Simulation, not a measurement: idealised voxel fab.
Documented hereafter: the process module known as voxel self aligned vias.
FYI the section here is cut, 265 nm wide, cells are 5 nm squares.
Cross-section spec: square-cell grid; bands listed top down; each band is one or more rows. Within each band entry, the heights of the top and of the bottom of the band appear first, in that order and in nm; the materials of the band then follow from left to right, each with its corresponding width in nm. The designation "full width" on a single material indicates that it fills the band from edge to edge; the designation "air" indicates empty space. For the purposes of this specification, 0 denotes the height below which the wafer in its as-received condition is composed wholly of one material, and the lowermost band, lacking a lower limit, extends downward without end, as expressed in "top 0, no bottom". Quick explanation for "30 to 40": the width changes in equal steps down the rows of cells, from the first number in the band's top row to the second number in its bottom row. No cell of the cross-section changed in a step that is given as "nothing got changed". Heads up: "Fully sealed voids" only lists the empty pockets with no open path to the top that are 8 cells or more, and it writes them as width x height at distance, distance from the left edge, in nm. Post-settings text on a step line: simulator's own remark regarding the step. "overlay nm" answers the question of how far to the right of plan the mask lay on a step that has a mask, and when it is negative the answer is to the left.

**Here's what the planned process steps look like**
| 1 | RECEIVE,material Si |
| 2 | CONFORMAL_DEP,material SiO2,thk nm 15 |
| 3 | CONFORMAL_DEP,material SiCN,thk nm 5 |
| 4 | DIRECTIONAL_DEP,material lowk,thk nm 25 |
| 5 | DIRECTIONAL_DEP,material aC,thk nm 10 |
| 6 | PATTERN,tone open,mask id LINES,material resist,width nm 30,pitch nm 80,thk nm 30,overlay nm 0 |
| 7 | DIRECTIONAL_ETCH,etch materials aC,depth nm 10 |
| 8 | STRIP,etch materials resist |
| 9 | DIRECTIONAL_ETCH,etch materials lowk,depth nm 25 |
| 10 | STRIP,etch materials aC |
| 11 | CONFORMAL_DEP,material TiN,thk nm 5 |
| 12 | FILL_DEP,material Ru,thk nm 10 |
| 13 | CMP,height nm 45 |
| 14 | SELECTIVE_ETCH,etch materials W Ru TiN,depth nm 10 |
| 15 | FILL_DEP,material SiN,thk nm 5 |
| 16 | CMP,height nm 45 |
| 17 | DIRECTIONAL_DEP,material lowk,thk nm 15 |
| 18 | DIRECTIONAL_DEP,material aC,thk nm 10 |
| 19 | PATTERN,tone open,mask id VIAS,material resist,width nm 50,pitch nm 160,thk nm 30,overlay nm 0 |
| 20 | DIRECTIONAL_ETCH,etch materials aC,depth nm 10 |
| 21 | STRIP,etch materials resist |
| 22 | DIRECTIONAL_ETCH,etch materials lowk,depth nm 15 |
| 23 | DIRECTIONAL_ETCH,etch materials SiN,depth nm 10 |
| 24 | STRIP,etch materials aC |
| 25 | CONFORMAL_DEP,material TiN,thk nm 5 |
| 26 | FILL_DEP,material Cu,thk nm 10 |
| 27 | CMP,height nm 60 |
| 28 | CONFORMAL_DEP,material SiCN,thk nm 5 |

**Wafer cross-section on receipt, i.e. after step 1**
	top 0, no bottom: Si full width
	Fully sealed voids: none

**Wafer cross-section at end of module: start and plan as shown above, one execution error**
	top 65, bottom 60: SiCN full width
	top 60, bottom 50: lowk 25 nm  TiN 5 nm  Cu 40 nm  TiN 5 nm  lowk 110 nm  TiN 5 nm  Cu 40 nm  TiN 5 nm  lowk 30 nm
	top 50, bottom 45: lowk 25 nm  TiN 50 nm  lowk 110 nm  TiN 50 nm  lowk 30 nm
	top 45, bottom 35: SiN 25 nm  TiN 10 nm  lowk 30 nm  TiN 10 nm  SiN 40 nm  lowk 30 nm  SiN 40 nm  TiN 10 nm  lowk 30 nm  TiN 10 nm  SiN 30 nm
	top 35, bottom 25: Ru 30 nm  TiN 5 nm  lowk 30 nm  TiN 5 nm  Ru 40 nm  TiN 5 nm  lowk 30 nm  TiN 5 nm  Ru 40 nm  TiN 5 nm  lowk 30 nm  TiN 5 nm  Ru 35 nm
	top 25, bottom 20: TiN 35 nm  lowk 30 nm  TiN 50 nm  lowk 30 nm  TiN 50 nm  lowk 30 nm  TiN 40 nm
	top 20, bottom 15: SiCN full width
	top 15, bottom 0: SiO2 full width
	top 0, no bottom: Si full width
	Fully sealed voids: none
What was done differently from what was planned? heads up, step 6 didn't go per plan, it actually ran as PATTERN,tone cover,mask id LINES,material resist,width nm 30,pitch nm 80,thk nm 30,overlay nm 0
